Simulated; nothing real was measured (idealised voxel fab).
The document below concerns the process module designated voxel transistor to metal.
Shown is cross-section cut, with a width of 205 nm and square cells of size 5 nm.
Cross-section, as written here: a square-cell grid given band by band from the top down, where a band holds one or more rows of cells. Band entry format. Leading values: height of top, height of bottom, nm. Remainder: materials in left-to-right order, each with its width in nm. Special words: "everywhere" on a single material, which then fills the band edge to edge; "empty", empty space. Heights from 0 (as-received wafer is one material below). Bottom band endless downward, as "0..down". A width such as "30->40" changes by the same amount from each row of cells to the next, from the band's top row to its bottom row. A step reported as "left unchanged" is a step in which no cell of the cross-section changed. "Closed void register" specifies each empty space that is not open to the top and that occupies no fewer than 8 cells, using the form width x height at distance, the distance measured from the left edge and all three quantities in nm. Where a step's line continues beyond its settings, the continuation is a remark by the simulator itself on that step. Regarding "overlay nm": on a step with a mask, it is the distance the mask lay to the right of its planned place; a negative value places it to the left.
[The planned process steps are enumerated hereunder]
- 1: RECEIVE,material Si
- 2: CONFORMAL_DEP,material SiO2,thk nm 5
- 3: CONFORMAL_DEP,material SiN,thk nm 15
- 4: PATTERN,tone cover,mask id ACTIVE,material resist,width nm 105,thk nm 20,overlay nm 0
- 5: DIRECTIONAL_ETCH,etch materials SiN,depth nm 15
- 6: DIRECTIONAL_ETCH,etch materials SiO2,depth nm 5
- 7: DIRECTIONAL_ETCH,etch materials Si,depth nm 30
- 8: STRIP,etch materials resist
- 9: OXIDIZE,depth nm 5
- 10: FILL_DEP,material SiO2,thk nm 15
- 11: CMP,height nm 20
- 12: SELECTIVE_ETCH,etch materials SiO2,depth nm 15
- 13: STRIP,etch materials SiN
- 14: SELECTIVE_ETCH,etch materials SiO2,depth nm 5
- 15: OXIDIZE,depth nm 5
- 16: DIRECTIONAL_DEP,material polySi,thk nm 25
- 17: DIRECTIONAL_DEP,material SiCN,thk nm 10
- 18: PATTERN,tone cover,mask id GATE,material resist,width nm 25,thk nm 15,overlay nm 0
- 19: DIRECTIONAL_ETCH,etch materials SiCN,depth nm 20
- 20: DIRECTIONAL_ETCH,etch materials polySi,depth nm 35
- 21: STRIP,etch materials resist
- 22: CONFORMAL_DEP,material SiN,thk nm 10
- 23: DIRECTIONAL_ETCH,etch materials SiN,depth nm 10
- 24: DIRECTIONAL_ETCH,etch materials SiO2,depth nm 5
- 25: EPI,material nSi,thk nm 5
- 26: FILL_DEP,material SiO2,thk nm 10
- 27: CMP,height nm 25
- 28: STRIP,etch materials polySi
- 29: SELECTIVE_ETCH,etch materials SiO2,depth nm 5
- 30: CONFORMAL_DEP,material HfO2,thk nm 5
- 31: CONFORMAL_DEP,material TiN,thk nm 5
- 32: FILL_DEP,material W,thk nm 10
- 33: CMP,height nm 20
- 34: DIRECTIONAL_DEP,material SiO2,thk nm 15
- 35: MASKED_ETCH,tone open,mask id CONTACT,width nm 15,pitch nm 80,etch materials SiO2,depth nm 35,overlay nm 0
- 36: CONFORMAL_DEP,material TiN,thk nm 5
- 37: FILL_DEP,material W,thk nm 5
- 38: CMP,height nm 35
- 39: DIRECTIONAL_DEP,material TiN,thk nm 5
- 40: DIRECTIONAL_DEP,material W,thk nm 15
- 41: DIRECTIONAL_DEP,material aC,thk nm 10
- 42: PATTERN,tone cover,mask id METAL_1,material resist,width nm 15,pitch nm 80,thk nm 25,overlay nm 0
- 43: DIRECTIONAL_ETCH,etch materials aC,depth nm 10
- 44: STRIP,etch materials resist
- 45: DIRECTIONAL_ETCH,etch materials W,depth nm 15
- 46: DIRECTIONAL_ETCH,etch materials TiN,depth nm 5
- 47: STRIP,etch materials aC
- 48: CONFORMAL_DEP,material SiCN,thk nm 5
- 49: FILL_DEP,material SiO2,thk nm 10
- 50: CMP,height nm 55
- 51: CONFORMAL_DEP,material SiCN,thk nm 5
- 52: DIRECTIONAL_DEP,material SiO2,thk nm 30
- 53: MASKED_ETCH,tone open,mask id METAL_2,width nm 15,pitch nm 80,etch materials SiO2,depth nm 20,overlay nm 0
- 54: DIRECTIONAL_DEP,material aC,thk nm 15
- 55: PATTERN,tone open,mask id METAL_2_HOLES,material resist,width nm 15,pitch nm 80,thk nm 35,overlay nm 0
- 56: DIRECTIONAL_ETCH,etch materials aC,depth nm 15
- 57: STRIP,etch materials resist
- 58: DIRECTIONAL_ETCH,etch materials SiO2,depth nm 10
- 59: DIRECTIONAL_ETCH,etch materials SiCN,depth nm 5
- 60: STRIP,etch materials aC
- 61: CONFORMAL_DEP,material TiN,thk nm 5
- 62: FILL_DEP,material Cu,thk nm 5
- 63: CMP,height nm 90
- 64: CONFORMAL_DEP,material SiCN,thk nm 5
[As-received wafer cross-section (after step 1)]
> 0..down | Si everywhere
> Closed void register: none
[Cross-section taken at module completion on the first of two wafers; processed per the plan]
> 95..90 | SiCN everywhere
> 90..60 | SiO2: 55  TiN: 5  Cu: 5  TiN: 5  SiO2: 65  TiN: 5  Cu: 5  TiN: 5  SiO2: 55
> 60..55 | SiCN: 55  TiN: 15  SiCN: 65  TiN: 15  SiCN: 55
> 55..40 | SiO2: 50  SiCN: 5  W: 15  SiCN: 5  SiO2: 55  SiCN: 5  W: 15  SiCN: 5  SiO2: 50
> 40..35 | SiCN: 55  TiN: 15  SiCN: 65  TiN: 15  SiCN: 55
> 35..20 | SiO2: 55  TiN: 5  W: 5  TiN: 5  SiO2: 65  TiN: 5  W: 5  TiN: 5  SiO2: 55
> 20..5 | SiO2: 55  TiN: 5  W: 5  TiN: 5  SiO2: 10  SiN: 10  HfO2: 5  TiN: 5  W: 5  TiN: 5  HfO2: 5  SiN: 10  SiO2: 10  TiN: 5  W: 5  TiN: 5  SiO2: 55
> 5..0 | SiO2: 55  TiN: 15  SiO2: 10  SiN: 10  HfO2: 5  TiN: 15  HfO2: 5  SiN: 10  SiO2: 10  TiN: 15  SiO2: 55
> 0..-5 | SiO2: 50  nSi: 30  SiO2: 5  HfO2: 35  SiO2: 5  nSi: 30  SiO2: 50
> -5..-35 | SiO2: 55  Si: 95  SiO2: 55
> -35..down | Si everywhere
> Closed void register: none
[Second of two wafers, module complete, sectioned: it shares the first wafer's start and plan but was run with one mistake]
> 95..90 | SiCN everywhere
> 90..75 | SiO2: 55  TiN: 5  Cu: 5  TiN: 5  SiO2: 65  TiN: 5  Cu: 5  TiN: 5  SiO2: 55
> 75..70 | SiCN: 55  TiN: 15  SiCN: 65  TiN: 15  SiCN: 55
> 70..60 | SiO2 everywhere
> 60..55 | SiO2: 50  SiCN: 25  SiO2: 55  SiCN: 25  SiO2: 50
> 55..40 | SiO2: 50  SiCN: 5  W: 15  SiCN: 5  SiO2: 55  SiCN: 5  W: 15  SiCN: 5  SiO2: 50
> 40..35 | SiCN: 55  TiN: 15  SiCN: 65  TiN: 15  SiCN: 55
> 35..20 | SiO2: 55  TiN: 5  W: 5  TiN: 5  SiO2: 65  TiN: 5  W: 5  TiN: 5  SiO2: 55
> 20..5 | SiO2: 55  TiN: 5  W: 5  TiN: 5  SiO2: 10  SiN: 10  HfO2: 5  TiN: 5  W: 5  TiN: 5  HfO2: 5  SiN: 10  SiO2: 10  TiN: 5  W: 5  TiN: 5  SiO2: 55
> 5..0 | SiO2: 55  TiN: 15  SiO2: 10  SiN: 10  HfO2: 5  TiN: 15  HfO2: 5  SiN: 10  SiO2: 10  TiN: 15  SiO2: 55
> 0..-5 | SiO2: 50  nSi: 30  SiO2: 5  HfO2: 35  SiO2: 5  nSi: 30  SiO2: 50
> -5..-35 | SiO2: 55  Si: 95  SiO2: 55
> -35..down | Si everywhere
> Closed void register: none
Want to know what went wrong? step 50 of the plan was excluded from execution and never run
Wafer comparison, final, in cells, second relative to first, materials more or fewer: Cu -6, SiCN +10, SiO2 +8, TiN -12
